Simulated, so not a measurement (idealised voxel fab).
Process module name: voxel self aligned contacts
It is cross-section cut that appears here, measuring 265 nm in width, its square cells being 5 nm in size.
This document writes a cross-section as a grid whose cells are square, and gives it as bands, listed from the top down; one or more rows of cells form a band.
Band: top and bottom heights (nm) first, top before bottom; then materials from left to right, widths in nm. "everywhere" marks a sole material filling the band edge to edge. "empty" denotes empty space.
Note: height 0 marks the level under which the wafer is uniformly one material as received. Lowest band unbounded below, written "0..down".
Note: "30->40" means the width goes from the first number (top row of the band) to the second number (bottom row) in equal steps per row of cells.
For the purposes of this document, the phrase "no modification" attached to a step denotes that no cell within the cross-section was modified by that step.
So "Enclosed cavities" is basically the list of trapped voids: any empty space of 8 cells or more that can't reach the top through an opening. They're written width x height at distance, the distance being from the left edge, and it's all nm.
The remark found on a step's line after its settings is issued by the simulator itself and pertains to that step.
Steps that use a mask can have "overlay nm" on their line. It says how far the mask sat to the right of where it was meant to be. Negative means to the left.

This section lists the process steps that were planned
- 1: op RECEIVE | material Si
- 2: op OXIDIZE | depth nm 5
- 3: op DIRECTIONAL_DEP | material polySi | thk nm 20
- 4: op DIRECTIONAL_DEP | material SiN | thk nm 15
- 5: op PATTERN | tone cover | mask id GATE | material resist | width nm 35 | pitch nm 70 | thk nm 20 | overlay nm 0
- 6: op DIRECTIONAL_ETCH | etch materials SiN | depth nm 15
- 7: op DIRECTIONAL_ETCH | etch materials polySi | depth nm 20
- 8: op STRIP | etch materials resist
- 9: op CONFORMAL_DEP | material SiN | thk nm 5
- 10: op DIRECTIONAL_ETCH | etch materials SiN | depth nm 5
- 11: op FILL_DEP | material SiO2 | thk nm 15
- 12: op CMP | height nm 40
- 13: op PATTERN | tone open | mask id CONTACT | material resist | width nm 45 | thk nm 15 | overlay nm 0
- 14: op DIRECTIONAL_ETCH | etch materials SiO2 | depth nm 45
- 15: op STRIP | etch materials resist
- 16: op CONFORMAL_DEP | material TiN | thk nm 5
- 17: op FILL_DEP | material Ru | thk nm 5
- 18: op CMP | height nm 40
- 19: op CONFORMAL_DEP | material SiN | thk nm 5
Same starting wafers, different depth nm at step 10. Plan value belongs to the first wafer.

Cross-section of the first of several received wafers, showing its state after step 1
	0..down | Si everywhere
	Enclosed cavities: none

At the end of the module, after its last step, step 19, the first of several wafers appears in cross-section as follows
	45..40 | SiN everywhere
	40..35 | SiO2 (110), TiN (15), Ru (15), TiN (15), SiO2 (110)
	35..20 | SiO2 (75), SiN (45), TiN (5), Ru (15), TiN (5), SiN (45), SiO2 (75)
	20..0 | SiO2 (75), SiN (5), polySi (35), SiN (5), TiN (5), Ru (15), TiN (5), SiN (5), polySi (35), SiN (5), SiO2 (75)
	0..-5 | SiO2 (120), TiN (25), SiO2 (120)
	-5..down | Si everywhere
	Enclosed cavities: none

Here's the last wafer cross-sectioned at the end of the module
	45..40 | SiN everywhere
	40..30 | SiO2 (110), TiN (5), Ru (35), TiN (5), SiO2 (110)
	30..25 | SiO2 (110), TiN (15), Ru (15), TiN (15), SiO2 (110)
	25..20 | SiO2 (75), SiN (45), TiN (5), Ru (15), TiN (5), SiN (45), SiO2 (75)
	20..0 | SiO2 (75), SiN (5), polySi (35), SiN (5), TiN (5), Ru (15), TiN (5), SiN (5), polySi (35), SiN (5), SiO2 (75)
	0..-5 | SiO2 (120), TiN (25), SiO2 (120)
	-5..down | Si everywhere
	Enclosed cavities: none

Per wafer, end of module: cells gained (+) or lost (-) per material since receipt, then closed voids
depth nm 5; +24 Ru; -53 Si; +123 SiN; +302 SiO2; +25 TiN; +56 polySi; Enclosed cavities: none
depth nm 10; +28 Ru; -53 Si; +105 SiN; +316 SiO2; +25 TiN; +56 polySi; Enclosed cavities: none
depth nm 15; +32 Ru; -53 Si; +87 SiN; +330 SiO2; +25 TiN; +56 polySi; Enclosed cavities: none
